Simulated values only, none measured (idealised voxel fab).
Herein follows the process module entitled voxel trench capacitor.
cross-section cut | 185 nm wide | cells 5 nm
The cross-sections in this document take the form of a grid made of square cells. They are written out as bands, in order from top to bottom. Each band consists of one or more rows of cells.
Band: top height; bottom height; in nm. Then, left to right: material with width in nm, for each material. "throughout": a single material spanning edge to edge. "blank": empty space.
We count height from 0. Below that, the starting wafer is all one material. The lowest band never ends at the bottom but goes on down; see "0 nm and below" for how that is written.
The expression "30 to 40" gives the width at the extremes of the band, the first number at its top row of cells and the second at its bottom row, with the width changing by equal amounts from each row to the next in between.
Given "no change occurred" for a step, no cell of the cross-section differs between before and after that step.
What "Enclosed void list" gives you is every empty space of 8 cells or more that is cut off from the top. Each appears as width x height at distance, with the distance taken from the left edge and width, height and distance all in nm.
The remark found on a step's line after its settings is issued by the simulator itself and pertains to that step.
overlay nm: step with mask; distance mask lay right of planned place; negative value = left of planned place.

plan:
step 1: RECEIVE, material Si
step 2: CONFORMAL_DEP, material SiN, thk nm 5
step 3: PATTERN, tone open, mask id TRENCH, material resist, width nm 30, pitch nm 50, thk nm 20, overlay nm 0
step 4: DIRECTIONAL_ETCH, etch materials SiN, depth nm 5
step 5: DIRECTIONAL_ETCH, etch materials Si, depth nm 25
step 6: STRIP, etch materials resist
step 7: CONFORMAL_DEP, material Al2O3, thk nm 5
step 8: CONFORMAL_DEP, material TiN, thk nm 5
step 9: FILL_DEP, material W, thk nm 10
step 10: CMP, height nm 5

Below: the first of two wafers, run as planned:

Wafer at receipt (post step 1), cross-section:
    0 nm and below: Si throughout
    Enclosed void list: none

The wafer, seen in cross-section, after step 2:
    5 nm to 0 nm: SiN throughout
    Lower than 0, everything is as it was.

The wafer, seen in cross-section, after step 3:
    25 nm to 5 nm: resist (25) | blank (30) | resist (20) | blank (30) | resist (20) | blank (30) | resist (30)
    Lower than 5, everything is as it was.

The wafer, seen in cross-section, after step 4:
    25 nm to 5 nm: resist (25) | blank (30) | resist (20) | blank (30) | resist (20) | blank (30) | resist (30)
    5 nm to 0 nm: SiN (25) | blank (30) | SiN (20) | blank (30) | SiN (20) | blank (30) | SiN (30)
    Lower than 0, everything is as it was.

The wafer, seen in cross-section, after step 5:
    25 nm to 5 nm: resist (25) | blank (30) | resist (20) | blank (30) | resist (20) | blank (30) | resist (30)
    5 nm to 0 nm: SiN (25) | blank (30) | SiN (20) | blank (30) | SiN (20) | blank (30) | SiN (30)
    0 nm to -25 nm: Si (25) | blank (30) | Si (20) | blank (30) | Si (20) | blank (30) | Si (30)
    Lower than -25, everything is as it was.

The wafer, seen in cross-section, after step 6:
    5 nm to 0 nm: SiN (25) | blank (30) | SiN (20) | blank (30) | SiN (20) | blank (30) | SiN (30)
    Lower than 0, everything is as it was.

The wafer, seen in cross-section, after step 7:
    10 nm to 5 nm: Al2O3 (30) | blank (20) | Al2O3 (30) | blank (20) | Al2O3 (30) | blank (20) | Al2O3 (35)
    5 nm to 0 nm: SiN (25) | Al2O3 (5) | blank (20) | Al2O3 (5) | SiN (20) | Al2O3 (5) | blank (20) | Al2O3 (5) | SiN (20) | Al2O3 (5) | blank (20) | Al2O3 (5) | SiN (30)
    0 nm to -20 nm: Si (25) | Al2O3 (5) | blank (20) | Al2O3 (5) | Si (20) | Al2O3 (5) | blank (20) | Al2O3 (5) | Si (20) | Al2O3 (5) | blank (20) | Al2O3 (5) | Si (30)
    -20 nm to -25 nm: Si (25) | Al2O3 (30) | Si (20) | Al2O3 (30) | Si (20) | Al2O3 (30) | Si (30)
    Lower than -25, everything is as it was.

The wafer, seen in cross-section, after step 8:
    15 nm to 10 nm: TiN (35) | blank (10) | TiN (40) | blank (10) | TiN (40) | blank (10) | TiN (40)
    10 nm to 5 nm: Al2O3 (30) | TiN (5) | blank (10) | TiN (5) | Al2O3 (30) | TiN (5) | blank (10) | TiN (5) | Al2O3 (30) | TiN (5) | blank (10) | TiN (5) | Al2O3 (35)
    5 nm to 0 nm: SiN (25) | Al2O3 (5) | TiN (5) | blank (10) | TiN (5) | Al2O3 (5) | SiN (20) | Al2O3 (5) | TiN (5) | blank (10) | TiN (5) | Al2O3 (5) | SiN (20) | Al2O3 (5) | TiN (5) | blank (10) | TiN (5) | Al2O3 (5) | SiN (30)
    0 nm to -15 nm: Si (25) | Al2O3 (5) | TiN (5) | blank (10) | TiN (5) | Al2O3 (5) | Si (20) | Al2O3 (5) | TiN (5) | blank (10) | TiN (5) | Al2O3 (5) | Si (20) | Al2O3 (5) | TiN (5) | blank (10) | TiN (5) | Al2O3 (5) | Si (30)
    -15 nm to -20 nm: Si (25) | Al2O3 (5) | TiN (20) | Al2O3 (5) | Si (20) | Al2O3 (5) | TiN (20) | Al2O3 (5) | Si (20) | Al2O3 (5) | TiN (20) | Al2O3 (5) | Si (30)
    Lower than -20, everything is as it was.

The wafer, seen in cross-section, after step 9:
    25 nm to 15 nm: W throughout
    15 nm to 10 nm: TiN (35) | W (10) | TiN (40) | W (10) | TiN (40) | W (10) | TiN (40)
    10 nm to 5 nm: Al2O3 (30) | TiN (5) | W (10) | TiN (5) | Al2O3 (30) | TiN (5) | W (10) | TiN (5) | Al2O3 (30) | TiN (5) | W (10) | TiN (5) | Al2O3 (35)
    5 nm to 0 nm: SiN (25) | Al2O3 (5) | TiN (5) | W (10) | TiN (5) | Al2O3 (5) | SiN (20) | Al2O3 (5) | TiN (5) | W (10) | TiN (5) | Al2O3 (5) | SiN (20) | Al2O3 (5) | TiN (5) | W (10) | TiN (5) | Al2O3 (5) | SiN (30)
    0 nm to -15 nm: Si (25) | Al2O3 (5) | TiN (5) | W (10) | TiN (5) | Al2O3 (5) | Si (20) | Al2O3 (5) | TiN (5) | W (10) | TiN (5) | Al2O3 (5) | Si (20) | Al2O3 (5) | TiN (5) | W (10) | TiN (5) | Al2O3 (5) | Si (30)
    Lower than -15, everything is as it was.

The wafer, seen in cross-section, after step 10:
    5 nm to 0 nm: SiN (25) | Al2O3 (5) | TiN (5) | W (10) | TiN (5) | Al2O3 (5) | SiN (20) | Al2O3 (5) | TiN (5) | W (10) | TiN (5) | Al2O3 (5) | SiN (20) | Al2O3 (5) | TiN (5) | W (10) | TiN (5) | Al2O3 (5) | SiN (30)
    Lower than 0, everything is as it was.

The remaining wafer, second of the two, started like the first and was run to the same plan, except that one mistake was made along the way; the two coincide through step 9, inclusive:

Look at the second wafer in cross-section at the time step 10 ought to have finished: no change occurred
Nonconformance to the process plan: the plan's step 10 went unexecuted, having been skipped
The second wafer ends with more or fewer cells of some materials than the first, per final count: Al2O3: 25 more; TiN: 37 more; W: 86 more
